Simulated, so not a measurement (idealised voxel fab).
Process module in this document: voxel capacitor over wiring
Square cells of 5 nm make up the cross-section cut, whose width is 200 nm.
Heads up, the way a cross-section reads in here is a grid of square cells, handed over as bands from the top down, with every band being one or more rows of cells.
What a band's entry tells you: where the top is and where the bottom is, as heights in nm, and after that what lies inside, material by material from left to right, each with its width in nm. Empty space is written as the word "blank", and a single material marked with the word "throughout" occupies the band from edge to edge.
Where do heights start? At 0: under that level the wafer as delivered is made of one material only. And the lowest band has no floor; it just carries on downward, as in "0 nm and below".
The two numbers in a width such as "30 to 40" mark its ends across the band: the first belongs to the top row of cells, the second to the bottom row, and from each row to the next the width moves by the same amount.
Step marked "nothing changed"? Then no cell in the cross-section changed in it.
Basically, "Unvented voids" tells you about the enclosed voids: empty spaces with no open way to the top, 8 cells or bigger, each written width x height at distance, where distance is from the left edge, all in nm.
Past the settings on a step's line: simulator remark, on that step.
On any step carrying a mask, the "overlay nm" setting, if present on the step's line, tells how far right of its planned place the mask lay; negative values point to the left.

-- So here's the lineup of process steps we planned
- 1: RECEIVE, material Si
- 2: CONFORMAL_DEP, material SiO2, thk nm 10
- 3: DIRECTIONAL_DEP, material TiN, thk nm 5
- 4: DIRECTIONAL_DEP, material W, thk nm 25
- 5: MASKED_ETCH, tone cover, mask id METAL_1, width nm 25, pitch nm 95, etch materials W, depth nm 25, overlay nm 0
- 6: MASKED_ETCH, tone cover, mask id METAL_1, width nm 25, pitch nm 95, etch materials TiN, depth nm 5, overlay nm 0
- 7: FILL_DEP, material SiO2, thk nm 5
- 8: CMP, height nm 40
- 9: CONFORMAL_DEP, material SiCN, thk nm 5
- 10: DIRECTIONAL_DEP, material SiO2, thk nm 10
- 11: MASKED_ETCH, tone open, mask id PLUG_1, width nm 15, etch materials SiO2, depth nm 20, overlay nm 0
- 12: MASKED_ETCH, tone open, mask id PLUG_1, width nm 15, etch materials SiCN, depth nm 5, overlay nm 0
- 13: EPI, material Ru, thk nm 10
- 14: EPI, material Ru, thk nm 10
- 15: EPI, material Ru, thk nm 5
- 16: DIRECTIONAL_DEP, material TiN, thk nm 5
- 17: DIRECTIONAL_DEP, material HfO2, thk nm 5
- 18: DIRECTIONAL_DEP, material TiN, thk nm 10
- 19: PATTERN, tone cover, mask id UPPER_PLATE, material resist, width nm 75, thk nm 20, overlay nm 0
- 20: DIRECTIONAL_ETCH, etch materials TiN, depth nm 10
- 21: DIRECTIONAL_ETCH, etch materials HfO2, depth nm 5
- 22: STRIP, etch materials resist
- 23: DIRECTIONAL_DEP, material aC, thk nm 10
- 24: PATTERN, tone cover, mask id LOWER_PLATE, material resist, width nm 85, thk nm 30, overlay nm 0
- 25: DIRECTIONAL_ETCH, etch materials aC, depth nm 10
- 26: STRIP, etch materials resist
- 27: DIRECTIONAL_ETCH, etch materials TiN, depth nm 5
- 28: STRIP, etch materials aC
- 29: FILL_DEP, material SiO2, thk nm 20
- 30: CMP, height nm 100
- 31: DIRECTIONAL_DEP, material aC, thk nm 10
- 32: PATTERN, tone open, mask id PLUG_2, material resist, width nm 15, thk nm 30, overlay nm 0
- 33: DIRECTIONAL_ETCH, etch materials aC, depth nm 10
- 34: STRIP, etch materials resist
- 35: DIRECTIONAL_ETCH, etch materials SiO2, depth nm 15
- 36: STRIP, etch materials aC
- 37: CONFORMAL_DEP, material TiN, thk nm 5
- 38: FILL_DEP, material Ru, thk nm 5
- 39: CMP, height nm 100
- 40: CONFORMAL_DEP, material SiN, thk nm 5
What sets these wafers apart? The thk nm at step 10. They all start alike, and the plan carries the first wafer's value.

-- As-received state after step 1, first of several wafers, cross-section
* 0 nm and below | Si throughout
* Unvented voids: none

-- What follows is a table in which each wafer occupies a row; for the wafer as it stands at the close of the module, the row states, material by material, how many cells have been gained (+) or lost (-) since receipt, and then gives its closed voids
thk nm 10 | +15 HfO2 | +25 Ru | +37 SiCN | +40 SiN | +609 SiO2 | +64 TiN | +50 W | Unvented voids: none
thk nm 15 | +15 HfO2 | +19 Ru | +37 SiCN | +40 SiN | +615 SiO2 | +64 TiN | +50 W | Unvented voids: none
thk nm 20 | +15 HfO2 | +17 Ru | +37 SiCN | +40 SiN | +617 SiO2 | +64 TiN | +50 W | Unvented voids: none
thk nm 25 | +15 HfO2 | +1 Ru | +40 SiCN | +40 SiN | +631 SiO2 | +63 TiN | +50 W | Unvented voids: none
thk nm 30 | +15 HfO2 | +40 SiCN | +40 SiN | +633 SiO2 | +62 TiN | +50 W | Unvented voids: none
thk nm 35 | +15 HfO2 | +40 SiCN | +40 SiN | +635 SiO2 | +60 TiN | +50 W | Unvented voids: none
